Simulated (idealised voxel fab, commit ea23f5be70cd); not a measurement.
The process module that follows is named voxel wiring stack.
The cross-section shown here is cut; it is 260 nm wide and divided into square cells measuring 5 nm on a side.
Cross-section = grid of square cells, listed top down in bands; band = one or more rows.
Each band's line starts with the height of the band's top and of its bottom, in nm. Then come its materials from left to right, each with its width in nm. One material with "full width" fills the band from edge to edge. "blank" is empty space.
Basically, 0 is our baseline, since under it the wafer straight out of the box is all one material. The bottom band has no lower end and keeps on going down, so it looks like "0 -> down".
A width given as "30..40" starts at the first number in the band's top row and ends at the second number in its bottom row, shifting by an equal amount at every step from row to row.
Take "all unchanged" at face value: in the step it is given for, the cross-section changed in none of its cells.
The entry "Sealed void inventory" lists the empty spaces that cover at least 8 cells and have no open path to the top. Each is written as width x height at distance, where the distance is measured from the left edge and all three values are in nm.
It should be noted that, on the line of a given step, the content following the step's settings is a remark produced by the simulator itself with respect to that step.
Each step line may optionally specify "overlay nm", which for a step with a mask gives the rightward distance between the mask's planned place and where it lay, a negative value indicating the leftward direction.
Layout of what follows: cross-section pairs, each bracketing one process step, the after cross-section shown only to the lowest band that changed, the step between and its settings noted under each pair. Pairs may originate in different runs of this module on the same starting wafer; a pair continues from the pair above only where its entry headed "Before step" says so.

-- Before step
- 0 -> down = Si full width
- Sealed void inventory: none

-- Cross-Section Thereafter
- 10 -> 0 = SiO2 full width
- Lower than 0, everything is as it was.
- Sealed void inventory: none
Connecting step for the cross-sections above: CONFORMAL_DEP (material SiO2; thk nm 10)

Before step: this step begins from the cross-section that the pair just above shows after its step.

-- Cross-Section Thereafter
- 15 -> 10 = SiCN full width
- Lower than 10, everything is as it was.
- Sealed void inventory: none
Connecting step for the cross-sections above: CONFORMAL_DEP (material SiCN; thk nm 5)

Before step: this step begins from the cross-section that the pair just above shows after its step.

-- Cross-Section Thereafter
- 30 -> 15 = SiO2 full width
- Lower than 15, everything is as it was.
- Sealed void inventory: none
Connecting step for the cross-sections above: DIRECTIONAL_DEP (material SiO2; thk nm 15)

Before step: this step begins from the cross-section that the pair just above shows after its step.

-- Cross-Section Thereafter
- 50 -> 30 = resist=85; blank=30; resist=25; blank=30; resist=90
- Lower than 30, everything is as it was.
- Sealed void inventory: none
Connecting step for the cross-sections above: PATTERN (tone open; mask id METAL_1; material resist; width nm 30; pitch nm 55; thk nm 20; overlay nm 0)

Before step: this step begins from the cross-section that the pair just above shows after its step.

-- Cross-Section Thereafter
- 50 -> 30 = resist=85; blank=30; resist=25; blank=30; resist=90
- 30 -> 15 = SiO2=85; blank=30; SiO2=25; blank=30; SiO2=90
- Lower than 15, everything is as it was.
- Sealed void inventory: none
Connecting step for the cross-sections above: DIRECTIONAL_ETCH (etch materials SiO2; depth nm 15)

Before step: this step begins from the cross-section that the pair just above shows after its step.

-- Cross-Section Thereafter
- 50 -> 30 = resist=85; blank=30; resist=25; blank=30; resist=90
- 30 -> 15 = SiO2=85; blank=30; SiO2=25; blank=30; SiO2=90
- 15 -> 10 = SiCN=85; blank=30; SiCN=25; blank=30; SiCN=90
- Lower than 10, everything is as it was.
- Sealed void inventory: none
Connecting step for the cross-sections above: DIRECTIONAL_ETCH (etch materials SiCN; depth nm 5)

Before step: this step begins from the cross-section that the pair just above shows after its step.

-- Cross-Section Thereafter
- 30 -> 15 = SiO2=85; blank=30; SiO2=25; blank=30; SiO2=90
- Lower than 15, everything is as it was.
- Sealed void inventory: none
Connecting step for the cross-sections above: STRIP (etch materials resist)

Before step: this step begins from the cross-section that the pair just above shows after its step.

-- Cross-Section Thereafter
- 35 -> 30 = TiN=90; blank=20; TiN=35; blank=20; TiN=95
- 30 -> 15 = SiO2=85; TiN=5; blank=20; TiN=5; SiO2=25; TiN=5; blank=20; TiN=5; SiO2=90
- 15 -> 10 = SiCN=85; TiN=30; SiCN=25; TiN=30; SiCN=90
- Lower than 10, everything is as it was.
- Sealed void inventory: none
Connecting step for the cross-sections above: CONFORMAL_DEP (material TiN; thk nm 5)

Before step: this step begins from the cross-section that the pair just above shows after its step.

-- Cross-Section Thereafter
- 40 -> 35 = Cu full width
- 35 -> 30 = TiN=90; Cu=20; TiN=35; Cu=20; TiN=95
- 30 -> 15 = SiO2=85; TiN=5; Cu=20; TiN=5; SiO2=25; TiN=5; Cu=20; TiN=5; SiO2=90
- Lower than 15, everything is as it was.
- Sealed void inventory: none
Connecting step for the cross-sections above: FILL_DEP (material Cu; thk nm 5)

Before step: this step begins from the cross-section that the pair just above shows after its step.

-- Cross-Section Thereafter
- 30 -> 15 = SiO2=85; TiN=5; Cu=20; TiN=5; SiO2=25; TiN=5; Cu=20; TiN=5; SiO2=90
- Lower than 15, everything is as it was.
- Sealed void inventory: none
Connecting step for the cross-sections above: CMP (height nm 30)

Before step: this step begins from the cross-section that the pair just above shows after its step.

-- Cross-Section Thereafter
- 35 -> 30 = SiCN full width
- Lower than 30, everything is as it was.
- Sealed void inventory: none
Connecting step for the cross-sections above: CONFORMAL_DEP (material SiCN; thk nm 5)

Before step: this step begins from the cross-section that the pair just above shows after its step.

-- Cross-Section Thereafter
- 55 -> 35 = SiO2 full width
- Lower than 35, everything is as it was.
- Sealed void inventory: none
Connecting step for the cross-sections above: DIRECTIONAL_DEP (material SiO2; thk nm 20)

Before step: this step begins from the cross-section that the pair just above shows after its step.

-- Cross-Section Thereafter
- 55 -> 35 = SiO2=85; blank=15; SiO2=40; blank=15; SiO2=105
- Lower than 35, everything is as it was.
- Sealed void inventory: none
Connecting step for the cross-sections above: MASKED_ETCH (tone open; mask id PLUG_1; width nm 15; pitch nm 55; etch materials SiO2; depth nm 20; overlay nm 0)

Before step: this step begins from the cross-section that the pair just above shows after its step.

-- Cross-Section Thereafter
- 55 -> 35 = SiO2=85; blank=15; SiO2=40; blank=15; SiO2=105
- 35 -> 30 = SiCN=85; blank=15; SiCN=40; blank=15; SiCN=105
- Lower than 30, everything is as it was.
- Sealed void inventory: none
Connecting step for the cross-sections above: MASKED_ETCH (tone open; mask id PLUG_1; width nm 15; pitch nm 55; etch materials SiCN; depth nm 5; overlay nm 0)

Before step: this step begins from the cross-section that the pair just above shows after its step.

-- Cross-Section Thereafter
- 55 -> 40 = SiO2=85; blank=15; SiO2=40; blank=15; SiO2=105
- 40 -> 35 = SiO2=85; Ru=15; SiO2=40; Ru=15; SiO2=105
- 35 -> 30 = SiCN=85; Ru=15; SiCN=40; Ru=15; SiCN=105
- Lower than 30, everything is as it was.
- Sealed void inventory: none
Connecting step for the cross-sections above: EPI (material Ru; thk nm 10)

Before step: this step begins from the cross-section that the pair just above shows after its step.

-- Cross-Section Thereafter
- 55 -> 50 = SiO2=85; blank=15; SiO2=40; blank=15; SiO2=105
- 50 -> 35 = SiO2=85; Ru=15; SiO2=40; Ru=15; SiO2=105
- Lower than 35, everything is as it was.
- Sealed void inventory: none
Connecting step for the cross-sections above: EPI (material Ru; thk nm 10)

Before step: this step begins from the cross-section that the pair just above shows after its step.

-- Cross-Section Thereafter
- 55 -> 35 = SiO2=85; Ru=15; SiO2=40; Ru=15; SiO2=105
- Lower than 35, everything is as it was.
- Sealed void inventory: none
Connecting step for the cross-sections above: EPI (material Ru; thk nm 5)

Before step: this step begins from the cross-section that the pair just above shows after its step.

-- Cross-Section Thereafter
- 60 -> 55 = SiCN full width
- Lower than 55, everything is as it was.
- Sealed void inventory: none
Connecting step for the cross-sections above: CONFORMAL_DEP (material SiCN; thk nm 5)

Before step: this step begins from the cross-section that the pair just above shows after its step.

-- Cross-Section Thereafter
- 80 -> 60 = lowk full width
- Lower than 60, everything is as it was.
- Sealed void inventory: none
Connecting step for the cross-sections above: DIRECTIONAL_DEP (material lowk; thk nm 20)

Before step: this step begins from the cross-section that the pair just above shows after its step.

-- Cross-Section Thereafter
- 100 -> 80 = resist=85; blank=30; resist=25; blank=30; resist=90
- Lower than 80, everything is as it was.
- Sealed void inventory: none
Connecting step for the cross-sections above: PATTERN (tone open; mask id METAL_2; material resist; width nm 30; pitch nm 55; thk nm 20; overlay nm 0)

Before step: this step begins from the cross-section that the pair just above shows after its step.

-- Cross-Section Thereafter
- 100 -> 80 = resist=85; blank=30; resist=25; blank=30; resist=90
- 80 -> 60 = lowk=85; blank=30; lowk=25; blank=30; lowk=90
- Lower than 60, everything is as it was.
- Sealed void inventory: none
Connecting step for the cross-sections above: DIRECTIONAL_ETCH (etch materials lowk; depth nm 20)

Before step: this step begins from the cross-section that the pair just above shows after its step.

-- Cross-Section Thereafter
- 100 -> 80 = resist=85; blank=30; resist=25; blank=30; resist=90
- 80 -> 60 = lowk=85; blank=30; lowk=25; blank=30; lowk=90
- 60 -> 55 = SiCN=85; blank=30; SiCN=25; blank=30; SiCN=90
- Lower than 55, everything is as it was.
- Sealed void inventory: none
Connecting step for the cross-sections above: DIRECTIONAL_ETCH (etch materials SiCN; depth nm 5)

Before step: this step begins from the cross-section that the pair just above shows after its step.

-- Cross-Section Thereafter
- 80 -> 60 = lowk=85; blank=30; lowk=25; blank=30; lowk=90
- Lower than 60, everything is as it was.
- Sealed void inventory: none
Connecting step for the cross-sections above: STRIP (etch materials resist)

Before step: this step begins from the cross-section that the pair just above shows after its step.

-- Cross-Section Thereafter
- 85 -> 80 = TiN=90; blank=20; TiN=35; blank=20; TiN=95
- 80 -> 60 = lowk=85; TiN=5; blank=20; TiN=5; lowk=25; TiN=5; blank=20; TiN=5; lowk=90
- 60 -> 55 = SiCN=85; TiN=30; SiCN=25; TiN=30; SiCN=90
- Lower than 55, everything is as it was.
- Sealed void inventory: none
Connecting step for the cross-sections above: CONFORMAL_DEP (material TiN; thk nm 5)

Before step: this step begins from the cross-section that the pair just above shows after its step.

-- Cross-Section Thereafter
- 95 -> 85 = Cu full width
- 85 -> 80 = TiN=90; Cu=20; TiN=35; Cu=20; TiN=95
- 80 -> 60 = lowk=85; TiN=5; Cu=20; TiN=5; lowk=25; TiN=5; Cu=20; TiN=5; lowk=90
- Lower than 60, everything is as it was.
- Sealed void inventory: none
Connecting step for the cross-sections above: FILL_DEP (material Cu; thk nm 10)

Before step: this step begins from the cross-section that the pair just above shows after its step.

-- Cross-Section Thereafter
- 80 -> 60 = lowk=85; TiN=5; Cu=20; TiN=5; lowk=25; TiN=5; Cu=20; TiN=5; lowk=90
- Lower than 60, everything is as it was.
- Sealed void inventory: none
Connecting step for the cross-sections above: CMP (height nm 80)

Before step: this step begins from the cross-section that the pair just above shows after its step.

-- Cross-Section Thereafter
- 85 -> 80 = SiCN full width
- Lower than 80, everything is as it was.
- Sealed void inventory: none
Connecting step for the cross-sections above: CONFORMAL_DEP (material SiCN; thk nm 5)

Before step: this step begins from the cross-section that the pair just above shows after its step.

-- Cross-Section Thereafter
- 115 -> 85 = lowk full width
- Lower than 85, everything is as it was.
- Sealed void inventory: none
Connecting step for the cross-sections above: DIRECTIONAL_DEP (material lowk; thk nm 30)

Before step: this step begins from the cross-section that the pair just above shows after its step.

-- Cross-Section Thereafter
- 115 -> 85 = lowk=85; blank=15; lowk=40; blank=15; lowk=105
- Lower than 85, everything is as it was.
- Sealed void inventory: none
Connecting step for the cross-sections above: MASKED_ETCH (tone open; mask id METAL_3_HOLES; width nm 15; pitch nm 55; etch materials lowk; depth nm 30; overlay nm 0)

Before step: this step begins from the cross-section that the pair just above shows after its step.

-- Cross-Section Thereafter
- 115 -> 95 = lowk=85; blank=30; lowk=25; blank=30; lowk=90
- Lower than 95, everything is as it was.
- Sealed void inventory: none
Connecting step for the cross-sections above: MASKED_ETCH (tone open; mask id METAL_3; width nm 30; pitch nm 55; etch materials lowk; depth nm 20; overlay nm 0)

Before step: this step begins from the cross-section that the pair just above shows after its step.

-- Cross-Section Thereafter
- 115 -> 95 = lowk=85; blank=30; lowk=25; blank=30; lowk=90
- 95 -> 85 = lowk=85; blank=15; lowk=40; blank=15; lowk=105
- 85 -> 80 = SiCN=85; blank=15; SiCN=40; blank=15; SiCN=105
- Lower than 80, everything is as it was.
- Sealed void inventory: none
Connecting step for the cross-sections above: MASKED_ETCH (tone open; mask id METAL_3; width nm 30; pitch nm 55; etch materials SiCN; depth nm 5; overlay nm 0)

Before step: this step begins from the cross-section that the pair just above shows after its step.

-- Cross-Section Thereafter
- 120 -> 115 = TiN=90; blank=20; TiN=35; blank=20; TiN=95
- 115 -> 100 = lowk=85; TiN=5; blank=20; TiN=5; lowk=25; TiN=5; blank=20; TiN=5; lowk=90
- 100 -> 95 = lowk=85; TiN=5; blank=5; TiN=20; lowk=25; TiN=5; blank=5; TiN=20; lowk=90
- 95 -> 85 = lowk=85; TiN=5; blank=5; TiN=5; lowk=40; TiN=5; blank=5; TiN=5; lowk=105
- 85 -> 80 = SiCN=85; TiN=15; SiCN=40; TiN=15; SiCN=105
- Lower than 80, everything is as it was.
- Sealed void inventory: none
Connecting step for the cross-sections above: CONFORMAL_DEP (material TiN; thk nm 5)

Before step: this step begins from the cross-section that the pair just above shows after its step.

-- Cross-Section Thereafter
- 125 -> 120 = Cu full width
- 120 -> 115 = TiN=90; Cu=20; TiN=35; Cu=20; TiN=95
- 115 -> 100 = lowk=85; TiN=5; Cu=20; TiN=5; lowk=25; TiN=5; Cu=20; TiN=5; lowk=90
- 100 -> 95 = lowk=85; TiN=5; Cu=5; TiN=20; lowk=25; TiN=5; Cu=5; TiN=20; lowk=90
- 95 -> 85 = lowk=85; TiN=5; Cu=5; TiN=5; lowk=40; TiN=5; Cu=5; TiN=5; lowk=105
- Lower than 85, everything is as it was.
- Sealed void inventory: none
Connecting step for the cross-sections above: FILL_DEP (material Cu; thk nm 5)

Before step: this step begins from the cross-section that the pair just above shows after its step.

-- Cross-Section Thereafter
- 115 -> 100 = lowk=85; TiN=5; Cu=20; TiN=5; lowk=25; TiN=5; Cu=20; TiN=5; lowk=90
- Lower than 100, everything is as it was.
- Sealed void inventory: none
Connecting step for the cross-sections above: CMP (height nm 115)

Before step: this step begins from the cross-section that the pair just above shows after its step.

-- Cross-Section Thereafter
- 120 -> 115 = SiCN full width
- Lower than 115, everything is as it was.
- Sealed void inventory: none
Connecting step for the cross-sections above: CONFORMAL_DEP (material SiCN; thk nm 5)

Before step: this step begins from the cross-section that the pair just above shows after its step.

-- Cross-Section Thereafter
- 130 -> 120 = lowk full width
- Lower than 120, everything is as it was.
- Sealed void inventory: none
Connecting step for the cross-sections above: DIRECTIONAL_DEP (material lowk; thk nm 10)

Before step: this step begins from the cross-section that the pair just above shows after its step.

-- Cross-Section Thereafter
- 140 -> 130 = aC full width
- Lower than 130, everything is as it was.
- Sealed void inventory: none
Connecting step for the cross-sections above: DIRECTIONAL_DEP (material aC; thk nm 10)

Before step: this step begins from the cross-section that the pair just above shows after its step.

-- Cross-Section Thereafter
- 165 -> 140 = resist=85; blank=15; resist=160
- Lower than 140, everything is as it was.
- Sealed void inventory: none
Connecting step for the cross-sections above: PATTERN (tone open; mask id PLUG_3; material resist; width nm 15; thk nm 25; overlay nm 0)

Before step: this step begins from the cross-section that the pair just above shows after its step.

-- Cross-Section Thereafter
- 155 -> 140 = resist=85; blank=15; resist=160
- 140 -> 130 = aC=85; blank=15; aC=160
- Lower than 130, everything is as it was.
- Sealed void inventory: none
Connecting step for the cross-sections above: DIRECTIONAL_ETCH (etch materials aC; depth nm 10)

Before step: this step begins from the cross-section that the pair just above shows after its step.

-- Cross-Section Thereafter
- 140 -> 130 = aC=85; blank=15; aC=160
- Lower than 130, everything is as it was.
- Sealed void inventory: none
Connecting step for the cross-sections above: STRIP (etch materials resist)

Before step: this step begins from the cross-section that the pair just above shows after its step.

-- Cross-Section Thereafter
- 140 -> 130 = aC=85; blank=15; aC=160
- 130 -> 120 = lowk=85; blank=15; lowk=160
- Lower than 120, everything is as it was.
- Sealed void inventory: none
Connecting step for the cross-sections above: DIRECTIONAL_ETCH (etch materials lowk; depth nm 10)

Before step: this step begins from the cross-section that the pair just above shows after its step.

-- Cross-Section Thereafter
- 140 -> 130 = aC=85; blank=15; aC=160
- 130 -> 120 = lowk=85; blank=15; lowk=160
- 120 -> 115 = SiCN=85; blank=15; SiCN=160
- Lower than 115, everything is as it was.
- Sealed void inventory: none
Connecting step for the cross-sections above: DIRECTIONAL_ETCH (etch materials SiCN; depth nm 5)

Before step: this step begins from the cross-section that the pair just above shows after its step.

-- Cross-Section Thereafter
- 130 -> 120 = lowk=85; blank=15; lowk=160
- Lower than 120, everything is as it was.
- Sealed void inventory: none
Connecting step for the cross-sections above: STRIP (etch materials aC)

Before step: this step begins from the cross-section that the pair just above shows after its step.

-- Cross-Section Thereafter
- 135 -> 130 = TiN=90; blank=5; TiN=165
- 130 -> 120 = lowk=85; TiN=5; blank=5; TiN=5; lowk=160
- 120 -> 115 = SiCN=85; TiN=15; SiCN=160
- Lower than 115, everything is as it was.
- Sealed void inventory: none
Connecting step for the cross-sections above: CONFORMAL_DEP (material TiN; thk nm 5)

Before step: this step begins from the cross-section that the pair just above shows after its step.

-- Cross-Section Thereafter
- 145 -> 135 = W full width
- 135 -> 130 = TiN=90; W=5; TiN=165
- 130 -> 120 = lowk=85; TiN=5; W=5; TiN=5; lowk=160
- Lower than 120, everything is as it was.
- Sealed void inventory: none
Connecting step for the cross-sections above: FILL_DEP (material W; thk nm 10)

Before step: this step begins from the cross-section that the pair just above shows after its step.

-- Cross-Section Thereafter
- 130 -> 120 = lowk=85; TiN=5; W=5; TiN=5; lowk=160
- Lower than 120, everything is as it was.
- Sealed void inventory: none
Connecting step for the cross-sections above: CMP (height nm 130)

Before step: this step begins from the cross-section that the pair just above shows after its step.

-- Cross-Section Thereafter
- 135 -> 130 = SiN full width
- Lower than 130, everything is as it was.
- Sealed void inventory: none
Connecting step for the cross-sections above: CONFORMAL_DEP (material SiN; thk nm 5)

Before step: this step begins from the cross-section that the pair just above shows after its step.

-- Cross-Section Thereafter
- 160 -> 135 = lowk full width
- Lower than 135, everything is as it was.
- Sealed void inventory: none
Connecting step for the cross-sections above: DIRECTIONAL_DEP (material lowk; thk nm 25)

Before step: this step begins from the cross-section that the pair just above shows after its step.

-- Cross-Section Thereafter
- 160 -> 135 = lowk=85; blank=30; lowk=25; blank=30; lowk=90
- Lower than 135, everything is as it was.
- Sealed void inventory: none
Connecting step for the cross-sections above: MASKED_ETCH (tone open; mask id METAL_4; width nm 30; pitch nm 55; etch materials lowk; depth nm 25; overlay nm 0)

Before step: this step begins from the cross-section that the pair just above shows after its step.

-- Cross-Section Thereafter
- 160 -> 135 = lowk=85; blank=30; lowk=25; blank=30; lowk=90
- 135 -> 130 = SiN=85; blank=30; SiN=25; blank=30; SiN=90
- Lower than 130, everything is as it was.
- Sealed void inventory: none
Connecting step for the cross-sections above: MASKED_ETCH (tone open; mask id METAL_4; width nm 30; pitch nm 55; etch materials SiN; depth nm 5; overlay nm 0)

Before step: this step begins from the cross-section that the pair just above shows after its step.

-- Cross-Section Thereafter
- 165 -> 160 = TiN=90; blank=20; TiN=35; blank=20; TiN=95
- 160 -> 135 = lowk=85; TiN=5; blank=20; TiN=5; lowk=25; TiN=5; blank=20; TiN=5; lowk=90
- 135 -> 130 = SiN=85; TiN=30; SiN=25; TiN=30; SiN=90
- Lower than 130, everything is as it was.
- Sealed void inventory: none
Connecting step for the cross-sections above: CONFORMAL_DEP (material TiN; thk nm 5)

Before step: this step begins from the cross-section that the pair just above shows after its step.

-- Cross-Section Thereafter
- 170 -> 165 = Cu full width
- 165 -> 160 = TiN=90; Cu=20; TiN=35; Cu=20; TiN=95
- 160 -> 135 = lowk=85; TiN=5; Cu=20; TiN=5; lowk=25; TiN=5; Cu=20; TiN=5; lowk=90
- Lower than 135, everything is as it was.
- Sealed void inventory: none
Connecting step for the cross-sections above: FILL_DEP (material Cu; thk nm 5)

Before step: this step begins from the cross-section that the pair just above shows after its step.

-- Cross-Section Thereafter
- 160 -> 135 = lowk=85; TiN=5; Cu=20; TiN=5; lowk=25; TiN=5; Cu=20; TiN=5; lowk=90
- Lower than 135, everything is as it was.
- Sealed void inventory: none
Connecting step for the cross-sections above: CMP (height nm 160)

Before step: this step begins from the cross-section that the pair just above shows after its step.

-- Cross-Section Thereafter
- 165 -> 160 = blank=80; Ru=40; blank=15; Ru=40; blank=85
- Lower than 160, everything is as it was.
- Sealed void inventory: none
Connecting step for the cross-sections above: EPI (material Ru; thk nm 5)

Before step: this step begins from the cross-section that the pair just above shows after its step.

-- Cross-Section Thereafter
- 170 -> 165 = SiCN full width
- 165 -> 160 = SiCN=80; Ru=40; SiCN=15; Ru=40; SiCN=85
- Lower than 160, everything is as it was.
- Sealed void inventory: none
Connecting step for the cross-sections above: FILL_DEP (material SiCN; thk nm 5)

-- Before step
- 10 -> 0 = SiO2 full width
- 0 -> down = Si full width
- Sealed void inventory: none

-- Cross-Section Thereafter
- 25 -> 0 = SiO2 full width
- Lower than 0, everything is as it was.
- Sealed void inventory: none
Connecting step for the cross-sections above: DIRECTIONAL_DEP (material SiO2; thk nm 15)

Before step: this step begins from the cross-section that the pair just above shows after its step.

-- Cross-Section Thereafter
- 45 -> 25 = resist=85; blank=30; resist=25; blank=30; resist=90
- Lower than 25, everything is as it was.
- Sealed void inventory: none
Connecting step for the cross-sections above: PATTERN (tone open; mask id METAL_1; material resist; width nm 30; pitch nm 55; thk nm 20; overlay nm 0)

Before step: this step begins from the cross-section that the pair just above shows after its step.

-- Cross-Section Thereafter
- 45 -> 25 = resist=85; blank=30; resist=25; blank=30; resist=90
- 25 -> 10 = SiO2=85; blank=30; SiO2=25; blank=30; SiO2=90
- Lower than 10, everything is as it was.
- Sealed void inventory: none
Connecting step for the cross-sections above: DIRECTIONAL_ETCH (etch materials SiO2; depth nm 15)

Before step: this step begins from the cross-section that the pair just above shows after its step.

-- Cross-Section Thereafter
- 25 -> 10 = SiO2=85; blank=30; SiO2=25; blank=30; SiO2=90
- Lower than 10, everything is as it was.
- Sealed void inventory: none
Connecting step for the cross-sections above: STRIP (etch materials resist)

Before step: this step begins from the cross-section that the pair just above shows after its step.

-- Cross-Section Thereafter
- 30 -> 25 = TiN=90; blank=20; TiN=35; blank=20; TiN=95
- 25 -> 15 = SiO2=85; TiN=5; blank=20; TiN=5; SiO2=25; TiN=5; blank=20; TiN=5; SiO2=90
- 15 -> 10 = SiO2=85; TiN=30; SiO2=25; TiN=30; SiO2=90
- Lower than 10, everything is as it was.
- Sealed void inventory: none
Connecting step for the cross-sections above: CONFORMAL_DEP (material TiN; thk nm 5)

Before step: this step begins from the cross-section that the pair just above shows after its step.

-- Cross-Section Thereafter
- 35 -> 30 = Cu full width
- 30 -> 25 = TiN=90; Cu=20; TiN=35; Cu=20; TiN=95
- 25 -> 15 = SiO2=85; TiN=5; Cu=20; TiN=5; SiO2=25; TiN=5; Cu=20; TiN=5; SiO2=90
- Lower than 15, everything is as it was.
- Sealed void inventory: none
Connecting step for the cross-sections above: FILL_DEP (material Cu; thk nm 5)

Before step: this step begins from the cross-section that the pair just above shows after its step.

-- Cross-Section Thereafter
- 30 -> 25 = TiN=90; Cu=20; TiN=35; Cu=20; TiN=95
- Lower than 25, everything is as it was.
- Sealed void inventory: none
Connecting step for the cross-sections above: CMP (height nm 30)

Before step: this step begins from the cross-section that the pair just above shows after its step.

-- Cross-Section Thereafter
- 35 -> 30 = SiCN full width
- Lower than 30, everything is as it was.
- Sealed void inventory: none
Connecting step for the cross-sections above: CONFORMAL_DEP (material SiCN; thk nm 5)

Before step: this step begins from the cross-section that the pair just above shows after its step.

-- Cross-Section Thereafter
- 55 -> 35 = SiO2 full width
- Lower than 35, everything is as it was.
- Sealed void inventory: none
Connecting step for the cross-sections above: DIRECTIONAL_DEP (material SiO2; thk nm 20)

Before step: this step begins from the cross-section that the pair just above shows after its step.

-- Cross-Section Thereafter
- 55 -> 35 = SiO2=85; blank=15; SiO2=40; blank=15; SiO2=105
- Lower than 35, everything is as it was.
- Sealed void inventory: none
Connecting step for the cross-sections above: MASKED_ETCH (tone open; mask id PLUG_1; width nm 15; pitch nm 55; etch materials SiO2; depth nm 20; overlay nm 0)

Before step: this step begins from the cross-section that the pair just above shows after its step.

-- Cross-Section Thereafter
- 55 -> 35 = SiO2=85; blank=15; SiO2=40; blank=15; SiO2=105
- 35 -> 30 = SiCN=85; blank=15; SiCN=40; blank=15; SiCN=105
- Lower than 30, everything is as it was.
- Sealed void inventory: none
Connecting step for the cross-sections above: MASKED_ETCH (tone open; mask id PLUG_1; width nm 15; pitch nm 55; etch materials SiCN; depth nm 5; overlay nm 0)

Before step: this step begins from the cross-section that the pair just above shows after its step.

-- Cross-Section Thereafter
- 55 -> 40 = SiO2=85; blank=15; SiO2=40; blank=15; SiO2=105
- 40 -> 35 = SiO2=85; Ru=15; SiO2=40; Ru=15; SiO2=105
- 35 -> 30 = SiCN=85; Ru=15; SiCN=40; Ru=15; SiCN=105
- Lower than 30, everything is as it was.
- Sealed void inventory: none
Connecting step for the cross-sections above: EPI (material Ru; thk nm 10)

Before step: this step begins from the cross-section that the pair just above shows after its step.

-- Cross-Section Thereafter
- 55 -> 50 = SiO2=85; blank=15; SiO2=40; blank=15; SiO2=105
- 50 -> 35 = SiO2=85; Ru=15; SiO2=40; Ru=15; SiO2=105
- Lower than 35, everything is as it was.
- Sealed void inventory: none
Connecting step for the cross-sections above: EPI (material Ru; thk nm 10)

Before step: this step begins from the cross-section that the pair just above shows after its step.

-- Cross-Section Thereafter
- 55 -> 35 = SiO2=85; Ru=15; SiO2=40; Ru=15; SiO2=105
- Lower than 35, everything is as it was.
- Sealed void inventory: none
Connecting step for the cross-sections above: EPI (material Ru; thk nm 5)

Before step: this step begins from the cross-section that the pair just above shows after its step.

-- Cross-Section Thereafter
- 60 -> 55 = SiCN full width
- Lower than 55, everything is as it was.
- Sealed void inventory: none
Connecting step for the cross-sections above: CONFORMAL_DEP (material SiCN; thk nm 5)

Before step: this step begins from the cross-section that the pair just above shows after its step.

-- Cross-Section Thereafter
- 80 -> 60 = lowk full width
- Lower than 60, everything is as it was.
- Sealed void inventory: none
Connecting step for the cross-sections above: DIRECTIONAL_DEP (material lowk; thk nm 20)

Before step: this step begins from the cross-section that the pair just above shows after its step.

-- Cross-Section Thereafter
- 100 -> 80 = resist=85; blank=30; resist=25; blank=30; resist=90
- Lower than 80, everything is as it was.
- Sealed void inventory: none
Connecting step for the cross-sections above: PATTERN (tone open; mask id METAL_2; material resist; width nm 30; pitch nm 55; thk nm 20; overlay nm 0)

Before step: this step begins from the cross-section that the pair just above shows after its step.

-- Cross-Section Thereafter
- 100 -> 80 = resist=85; blank=30; resist=25; blank=30; resist=90
- 80 -> 60 = lowk=85; blank=30; lowk=25; blank=30; lowk=90
- Lower than 60, everything is as it was.
- Sealed void inventory: none
Connecting step for the cross-sections above: DIRECTIONAL_ETCH (etch materials lowk; depth nm 20)

Before step: this step begins from the cross-section that the pair just above shows after its step.

-- Cross-Section Thereafter
- 100 -> 80 = resist=85; blank=30; resist=25; blank=30; resist=90
- 80 -> 60 = lowk=85; blank=30; lowk=25; blank=30; lowk=90
- 60 -> 55 = SiCN=85; blank=30; SiCN=25; blank=30; SiCN=90
- Lower than 55, everything is as it was.
- Sealed void inventory: none
Connecting step for the cross-sections above: DIRECTIONAL_ETCH (etch materials SiCN; depth nm 5)

Before step: this step begins from the cross-section that the pair just above shows after its step.

-- Cross-Section Thereafter
- 80 -> 60 = lowk=85; blank=30; lowk=25; blank=30; lowk=90
- Lower than 60, everything is as it was.
- Sealed void inventory: none
Connecting step for the cross-sections above: STRIP (etch materials resist)

Before step: this step begins from the cross-section that the pair just above shows after its step.

-- Cross-Section Thereafter
- 85 -> 80 = TiN=90; blank=20; TiN=35; blank=20; TiN=95
- 80 -> 60 = lowk=85; TiN=5; blank=20; TiN=5; lowk=25; TiN=5; blank=20; TiN=5; lowk=90
- 60 -> 55 = SiCN=85; TiN=30; SiCN=25; TiN=30; SiCN=90
- Lower than 55, everything is as it was.
- Sealed void inventory: none
Connecting step for the cross-sections above: CONFORMAL_DEP (material TiN; thk nm 5)

Before step: this step begins from the cross-section that the pair just above shows after its step.

-- Cross-Section Thereafter
- 95 -> 85 = Cu full width
- 85 -> 80 = TiN=90; Cu=20; TiN=35; Cu=20; TiN=95
- 80 -> 60 = lowk=85; TiN=5; Cu=20; TiN=5; lowk=25; TiN=5; Cu=20; TiN=5; lowk=90
- Lower than 60, everything is as it was.
- Sealed void inventory: none
Connecting step for the cross-sections above: FILL_DEP (material Cu; thk nm 10)

Before step: this step begins from the cross-section that the pair just above shows after its step.

-- Cross-Section Thereafter
- 80 -> 60 = lowk=85; TiN=5; Cu=20; TiN=5; lowk=25; TiN=5; Cu=20; TiN=5; lowk=90
- Lower than 60, everything is as it was.
- Sealed void inventory: none
Connecting step for the cross-sections above: CMP (height nm 80)

Before step: this step begins from the cross-section that the pair just above shows after its step.

-- Cross-Section Thereafter
- 85 -> 80 = SiCN full width
- Lower than 80, everything is as it was.
- Sealed void inventory: none
Connecting step for the cross-sections above: CONFORMAL_DEP (material SiCN; thk nm 5)

Before step: this step begins from the cross-section that the pair just above shows after its step.

-- Cross-Section Thereafter
- 115 -> 85 = lowk full width
- Lower than 85, everything is as it was.
- Sealed void inventory: none
Connecting step for the cross-sections above: DIRECTIONAL_DEP (material lowk; thk nm 30)

Before step: this step begins from the cross-section that the pair just above shows after its step.

-- Cross-Section Thereafter
- 115 -> 85 = lowk=85; blank=15; lowk=40; blank=15; lowk=105
- Lower than 85, everything is as it was.
- Sealed void inventory: none
Connecting step for the cross-sections above: MASKED_ETCH (tone open; mask id METAL_3_HOLES; width nm 15; pitch nm 55; etch materials lowk; depth nm 30; overlay nm 0)

Before step: this step begins from the cross-section that the pair just above shows after its step.

-- Cross-Section Thereafter
- 115 -> 95 = lowk=85; blank=30; lowk=25; blank=30; lowk=90
- Lower than 95, everything is as it was.
- Sealed void inventory: none
Connecting step for the cross-sections above: MASKED_ETCH (tone open; mask id METAL_3; width nm 30; pitch nm 55; etch materials lowk; depth nm 20; overlay nm 0)
